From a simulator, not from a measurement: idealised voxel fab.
The document below concerns the process module designated voxel double patterning.
Cross-section cut spans 170 nm and uses square cells 5 nm in size.
When this document writes out a cross-section, it uses a grid of square cells and lists it as bands, beginning at the top and moving down, with a band standing for one or more rows of cells. Band entry format. Leading values: height of top, height of bottom, nm. Remainder: materials in left-to-right order, each with its width in nm. Special words: "everywhere" on a single material, which then fills the band edge to edge; "empty", empty space. Convention: height 0 is the level below which the wafer, as received, is all one material. The lowest band does not terminate at the bottom but continues downward, represented as "0 down". Graded width ("30..40"): value in top row of band = first number; value in bottom row = second number; row-to-row change constant. Take "everything unchanged" at face value: in the step it is given for, the cross-section changed in none of its cells. Basically, "Sealed internal voids" tells you about the enclosed voids: empty spaces with no open way to the top, 8 cells or bigger, each written width x height at distance, where distance is from the left edge, all in nm. Heads up: the bit after the settings on a step's line is the simulator's remark on that step. Each step line may optionally specify "overlay nm", which for a step with a mask gives the rightward distance between the mask's planned place and where it lay, a negative value indicating the leftward direction.
# Set out below are the planned steps of the process
1 RECEIVE [material Si]
2 CONFORMAL_DEP [material SiO2] [thk nm 5]
3 DIRECTIONAL_DEP [material TiN] [thk nm 20]
4 DIRECTIONAL_DEP [material SiN] [thk nm 10]
5 MASKED_ETCH [tone open] [mask id FIRST] [width nm 15] [pitch nm 50] [etch materials SiN] [depth nm 10] [overlay nm 0]
6 DIRECTIONAL_DEP [material aC] [thk nm 10]
7 PATTERN [tone open] [mask id SECOND] [material resist] [width nm 15] [thk nm 30] [overlay nm 0]
8 DIRECTIONAL_ETCH [etch materials aC] [depth nm 10]
9 STRIP [etch materials resist]
10 DIRECTIONAL_ETCH [etch materials SiN] [depth nm 10]
11 STRIP [etch materials aC]
12 DIRECTIONAL_ETCH [etch materials TiN] [depth nm 20]
13 STRIP [etch materials SiN]
# First of two wafers: run as planned
# As received (post step 1): cross-section
* 0 down = Si everywhere
* Sealed internal voids: none
# How the wafer stands in section after step 2
* 5 to 0 = SiO2 everywhere
* For the remainder of the cross-section, below 0, there is no change.
# How the wafer stands in section after step 3
* 25 to 5 = TiN everywhere
* For the remainder of the cross-section, below 5, there is no change.
# How the wafer stands in section after step 4
* 35 to 25 = SiN everywhere
* For the remainder of the cross-section, below 25, there is no change.
# How the wafer stands in section after step 5
* 35 to 25 = 50 nm SiN  15 nm empty  35 nm SiN  15 nm empty  55 nm SiN
* For the remainder of the cross-section, below 25, there is no change.
# How the wafer stands in section after step 6
* 45 to 35 = 50 nm aC  15 nm empty  35 nm aC  15 nm empty  55 nm aC
* 35 to 25 = 50 nm SiN  15 nm aC  35 nm SiN  15 nm aC  55 nm SiN
* For the remainder of the cross-section, below 25, there is no change.
# How the wafer stands in section after step 7
* 75 to 45 = 75 nm resist  15 nm empty  80 nm resist
* 45 to 35 = 50 nm aC  15 nm resist  35 nm aC  15 nm resist  55 nm aC
* For the remainder of the cross-section, below 35, there is no change.
# How the wafer stands in section after step 8
* 65 to 45 = 75 nm resist  15 nm empty  80 nm resist
* 45 to 35 = 50 nm aC  15 nm resist  10 nm aC  15 nm empty  10 nm aC  15 nm resist  55 nm aC
* For the remainder of the cross-section, below 35, there is no change.
# How the wafer stands in section after step 9
* 45 to 35 = 50 nm aC  15 nm empty  10 nm aC  15 nm empty  10 nm aC  15 nm empty  55 nm aC
* For the remainder of the cross-section, below 35, there is no change.
# How the wafer stands in section after step 10
* 45 to 35 = 50 nm aC  15 nm empty  10 nm aC  15 nm empty  10 nm aC  15 nm empty  55 nm aC
* 35 to 25 = 50 nm SiN  15 nm aC  10 nm SiN  15 nm empty  10 nm SiN  15 nm aC  55 nm SiN
* For the remainder of the cross-section, below 25, there is no change.
# How the wafer stands in section after step 11
* 35 to 25 = 50 nm SiN  15 nm empty  10 nm SiN  15 nm empty  10 nm SiN  15 nm empty  55 nm SiN
* For the remainder of the cross-section, below 25, there is no change.
# How the wafer stands in section after step 12
* 35 to 25 = 50 nm SiN  15 nm empty  10 nm SiN  15 nm empty  10 nm SiN  15 nm empty  55 nm SiN
* 25 to 5 = 50 nm TiN  15 nm empty  10 nm TiN  15 nm empty  10 nm TiN  15 nm empty  55 nm TiN
* For the remainder of the cross-section, below 5, there is no change.
# How the wafer stands in section after step 13
* 25 to 5 = 50 nm TiN  15 nm empty  10 nm TiN  15 nm empty  10 nm TiN  15 nm empty  55 nm TiN
* For the remainder of the cross-section, below 5, there is no change.
# second wafer: like start, like plan, one mistake. Through step 2 it matches the first wafer
# Second wafer: cross-section at the scheduled end of step 3
* 25 to 0 = SiO2 everywhere
* For the remainder of the cross-section, below 0, there is no change.
# Second wafer: cross-section at the scheduled end of step 4
* 35 to 25 = SiN everywhere
* For the remainder of the cross-section, below 25, there is no change.
# Second wafer: cross-section at the scheduled end of step 5
* 35 to 25 = 50 nm SiN  15 nm empty  35 nm SiN  15 nm empty  55 nm SiN
* For the remainder of the cross-section, below 25, there is no change.
# Second wafer: cross-section at the scheduled end of step 6
* 45 to 35 = 50 nm aC  15 nm empty  35 nm aC  15 nm empty  55 nm aC
* 35 to 25 = 50 nm SiN  15 nm aC  35 nm SiN  15 nm aC  55 nm SiN
* For the remainder of the cross-section, below 25, there is no change.
# Second wafer: cross-section at the scheduled end of step 7
* 75 to 45 = 75 nm resist  15 nm empty  80 nm resist
* 45 to 35 = 50 nm aC  15 nm resist  35 nm aC  15 nm resist  55 nm aC
* For the remainder of the cross-section, below 35, there is no change.
# Second wafer: cross-section at the scheduled end of step 8
* 65 to 45 = 75 nm resist  15 nm empty  80 nm resist
* 45 to 35 = 50 nm aC  15 nm resist  10 nm aC  15 nm empty  10 nm aC  15 nm resist  55 nm aC
* For the remainder of the cross-section, below 35, there is no change.
# Second wafer: cross-section at the scheduled end of step 9
* 45 to 35 = 50 nm aC  15 nm empty  10 nm aC  15 nm empty  10 nm aC  15 nm empty  55 nm aC
* For the remainder of the cross-section, below 35, there is no change.
# Second wafer: cross-section at the scheduled end of step 10
* 45 to 35 = 50 nm aC  15 nm empty  10 nm aC  15 nm empty  10 nm aC  15 nm empty  55 nm aC
* 35 to 25 = 50 nm SiN  15 nm aC  10 nm SiN  15 nm empty  10 nm SiN  15 nm aC  55 nm SiN
* For the remainder of the cross-section, below 25, there is no change.
# Second wafer: cross-section at the scheduled end of step 11
* 35 to 25 = 50 nm SiN  15 nm empty  10 nm SiN  15 nm empty  10 nm SiN  15 nm empty  55 nm SiN
* For the remainder of the cross-section, below 25, there is no change.
Second wafer: cross-section at the scheduled end of step 12: everything unchanged
# Second wafer: cross-section at the scheduled end of step 13
* 25 to 0 = SiO2 everywhere
* For the remainder of the cross-section, below 0, there is no change.
It is concluded that the wafer was processed incorrectly with respect to the plan, in that step 3 deviated from plan and actually ran as DIRECTIONAL_DEP [material SiO2] [thk nm 20]
At the finish, the second wafer shows more or fewer cells for some materials than the first does: SiO2 +136; TiN -100
